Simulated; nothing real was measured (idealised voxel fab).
process module | voxel released beams
cross-section cut | 235 nm wide | cells 5 nm
A cross-section is a grid of square cells, given in bands from the top down. A band is one or more rows of cells.
Each band's line starts with the height of the band's top and of its bottom, in nm. Then come its materials from left to right, each with its width in nm. One material with "throughout" fills the band from edge to edge. "air" is empty space.
Height 0 is the level under which the wafer as received is all one material. The lowest band goes on downwards, as in "0 down".
A width such as "30 to 40" changes by the same amount from each row of cells to the next, from the band's top row to its bottom row.
"no change" after a step means that no cell of the cross-section changed.
closed voids: empty space of 8 cells or more with no open way to the top, each as width x height at its distance from the left edge, in nm
after a step's settings: what the simulator itself notes on the step
overlay nm, on a step with a mask: how far to the right of its planned place the mask lay; to the left if negative
plan
1 op RECEIVE | material Si
2 op CONFORMAL_DEP | material Al2O3 | thk nm 5
3 op DIRECTIONAL_DEP | material SiO2 | thk nm 20
4 op MASKED_ETCH | tone open | mask id ANCHOR | width nm 30 | etch materials SiO2 | depth nm 20 | overlay nm 0
5 op CONFORMAL_DEP | material W | thk nm 10
6 op MASKED_ETCH | tone cover | mask id BEAM | width nm 100 | etch materials W | depth nm 10 | overlay nm 0
7 op STRIP | etch materials SiO2
first wafer, as planned
as received, after step 1
  0 down: Si throughout
  closed voids: none
after step 2
  5 to 0: Al2O3 throughout
  below 0: unchanged
after step 3
  25 to 5: SiO2 throughout
  below 5: unchanged
after step 4
  25 to 5: SiO2 70 | air 30 | SiO2 135
  below 5: unchanged
after step 5
  35 to 25: W 80 | air 10 | W 145
  25 to 15: SiO2 70 | W 10 | air 10 | W 10 | SiO2 135
  15 to 5: SiO2 70 | W 30 | SiO2 135
  below 5: unchanged
after step 6
  35 to 25: air 65 | W 15 | air 10 | W 75 | air 70
  below 25: unchanged
after step 7
  35 to 25: air 65 | W 15 | air 10 | W 75 | air 70
  25 to 15: air 70 | W 10 | air 10 | W 10 | air 135
  15 to 5: air 70 | W 30 | air 135
  below 5: unchanged
second wafer: like start, like plan, one mistake. Through step 5 it matches the first wafer
when step 6 should have ended
  35 to 25: air 55 | W 25 | air 10 | W 65 | air 80
  below 25: unchanged
when step 7 should have ended
  35 to 25: air 55 | W 25 | air 10 | W 65 | air 80
  25 to 15: air 70 | W 10 | air 10 | W 10 | air 135
  15 to 5: air 70 | W 30 | air 135
  below 5: unchanged
what went wrong: step 6 ran as: op MASKED_ETCH | tone cover | mask id BEAM | width nm 100 | etch materials W | depth nm 10 | overlay nm -10
at the end the second wafer has, in cells: as many of each material as the first, in other places
